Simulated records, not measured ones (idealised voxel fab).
Herein follows the process module entitled voxel capacitor over wiring.
Cross-section cut spans 245 nm and uses square cells 5 nm in size.
Just so we're on the same page, the cross-sections are grids of square cells, and they're listed out in bands top to bottom, each band one or more rows deep.
It is stipulated that each band's entry specify, in nanometres, the height of the top of the band and then that of its bottom, followed by the materials of the band in left-to-right sequence, each together with its width in nanometres. A single material marked by the word "all across" is understood to fill the band from edge to edge; the word "blank" is understood to denote empty space.
All heights in this document are referenced to 0, defined as the level beneath which the wafer, as received, consists entirely of one material. The lowest band is not bounded below; it extends indefinitely downward and is written in the form "0 and below".
With a width like "30..40", each row of cells in the band differs from the next by the same amount, the top row carrying the first number and the bottom row the second.
It should be understood that the words "no modifications", when stated for a given step, signify that the cross-section underwent no change in any of its cells during that step.
This entry, "Sealed internal voids", enumerates those empty regions of no fewer than 8 cells that possess no open connection to the top. Each region is reported in the form width x height at distance, the distance being taken from the left edge, with all three quantities expressed in nm.
Where a step's line continues beyond its settings, the continuation is a remark by the simulator itself on that step.
"overlay nm", when on a step's line for a step with a mask, measures how far to the right of its planned place the mask lay; a negative measure means to the left.
-- Below is the list of planned process steps
1 RECEIVE,material Si
2 CONFORMAL_DEP,material SiO2,thk nm 10
3 DIRECTIONAL_DEP,material TiN,thk nm 5
4 DIRECTIONAL_DEP,material Ru,thk nm 15
5 PATTERN,tone cover,mask id METAL_1,material resist,width nm 20,pitch nm 85,thk nm 20,overlay nm 0
6 DIRECTIONAL_ETCH,etch materials Ru,depth nm 15
7 DIRECTIONAL_ETCH,etch materials TiN,depth nm 5
8 STRIP,etch materials resist
9 CONFORMAL_DEP,material SiN,thk nm 5
10 FILL_DEP,material SiO2,thk nm 10
11 CMP,height nm 30
12 CONFORMAL_DEP,material SiCN,thk nm 5
13 DIRECTIONAL_DEP,material SiO2,thk nm 15
14 DIRECTIONAL_DEP,material aC,thk nm 10
15 PATTERN,tone open,mask id PLUG_1,material resist,width nm 15,thk nm 25,overlay nm 0
16 DIRECTIONAL_ETCH,etch materials aC,depth nm 10
17 STRIP,etch materials resist
18 DIRECTIONAL_ETCH,etch materials SiO2,depth nm 15
19 DIRECTIONAL_ETCH,etch materials SiCN,depth nm 5
20 STRIP,etch materials aC
21 EPI,material Ru,thk nm 10
22 EPI,material Ru,thk nm 10
23 DIRECTIONAL_DEP,material TiN,thk nm 10
24 DIRECTIONAL_DEP,material SiN,thk nm 5
25 DIRECTIONAL_DEP,material TiN,thk nm 10
26 PATTERN,tone cover,mask id UPPER_PLATE,material resist,width nm 70,thk nm 15,overlay nm 0
27 DIRECTIONAL_ETCH,etch materials TiN,depth nm 10
28 DIRECTIONAL_ETCH,etch materials SiN,depth nm 5
29 STRIP,etch materials resist
30 PATTERN,tone cover,mask id LOWER_PLATE,material resist,width nm 80,thk nm 15,overlay nm 0
31 DIRECTIONAL_ETCH,etch materials TiN,depth nm 10
32 STRIP,etch materials resist
33 FILL_DEP,material SiO2,thk nm 20
34 CMP,height nm 90
35 PATTERN,tone open,mask id PLUG_2,material resist,width nm 15,thk nm 15,overlay nm 0
36 DIRECTIONAL_ETCH,etch materials SiO2,depth nm 15
37 STRIP,etch materials resist
38 CONFORMAL_DEP,material TiN,thk nm 5
39 FILL_DEP,material W,thk nm 10
40 CMP,height nm 90
41 CONFORMAL_DEP,material SiN,thk nm 5
-- Cross-section of the wafer as it came to us, i.e., already through step 1
    0 and below: Si all across
    Sealed internal voids: none
-- Post-module cross-section of the first of two wafers (run per plan)
    95 down to 90: SiN all across
    90 down to 80: 85 SiO2 | 5 TiN | 5 W | 5 TiN | 145 SiO2
    80 down to 75: 85 SiO2 | 15 TiN | 145 SiO2
    75 down to 65: 75 SiO2 | 70 TiN | 100 SiO2
    65 down to 60: 75 SiO2 | 70 SiN | 100 SiO2
    60 down to 50: 70 SiO2 | 80 TiN | 95 SiO2
    50 down to 35: 75 SiO2 | 15 Ru | 155 SiO2
    35 down to 30: 75 SiCN | 15 Ru | 155 SiCN
    30 down to 15: 65 SiO2 | 5 SiN | 20 Ru | 5 SiN | 55 SiO2 | 5 SiN | 20 Ru | 5 SiN | 65 SiO2
    15 down to 10: 70 SiN | 20 TiN | 65 SiN | 20 TiN | 70 SiN
    10 down to 0: SiO2 all across
    0 and below: Si all across
    Sealed internal voids: none
-- End-of-module cross-section of the second wafer: identical starting point and process plan to the first, with one processing mistake
    95 down to 90: SiN all across
    90 down to 80: 85 SiO2 | 5 TiN | 5 W | 5 TiN | 145 SiO2
    80 down to 75: 85 SiO2 | 15 TiN | 145 SiO2
    75 down to 65: 75 SiO2 | 70 TiN | 100 SiO2
    65 down to 60: 75 SiO2 | 70 SiN | 100 SiO2
    60 down to 50: 70 SiO2 | 80 TiN | 95 SiO2
    50 down to 35: 75 SiO2 | 20 Ru | 150 SiO2
    35 down to 30: 75 SiCN | 20 Ru | 150 SiCN
    30 down to 15: 65 SiO2 | 5 SiN | 20 Ru | 5 SiN | 55 SiO2 | 5 SiN | 20 Ru | 5 SiN | 65 SiO2
    15 down to 10: 70 SiN | 20 TiN | 65 SiN | 20 TiN | 70 SiN
    10 down to 0: SiO2 all across
    0 and below: Si all across
    Sealed internal voids: none
Plan not followed: step 15 did not use the planned setting and instead ran as PATTERN,tone open,mask id PLUG_1,material resist,width nm 20,thk nm 25,overlay nm 0
The final cell counts differ between the wafers, with the second having more or fewer of some materials than the first: +4 Ru; -1 SiCN; -3 SiO2
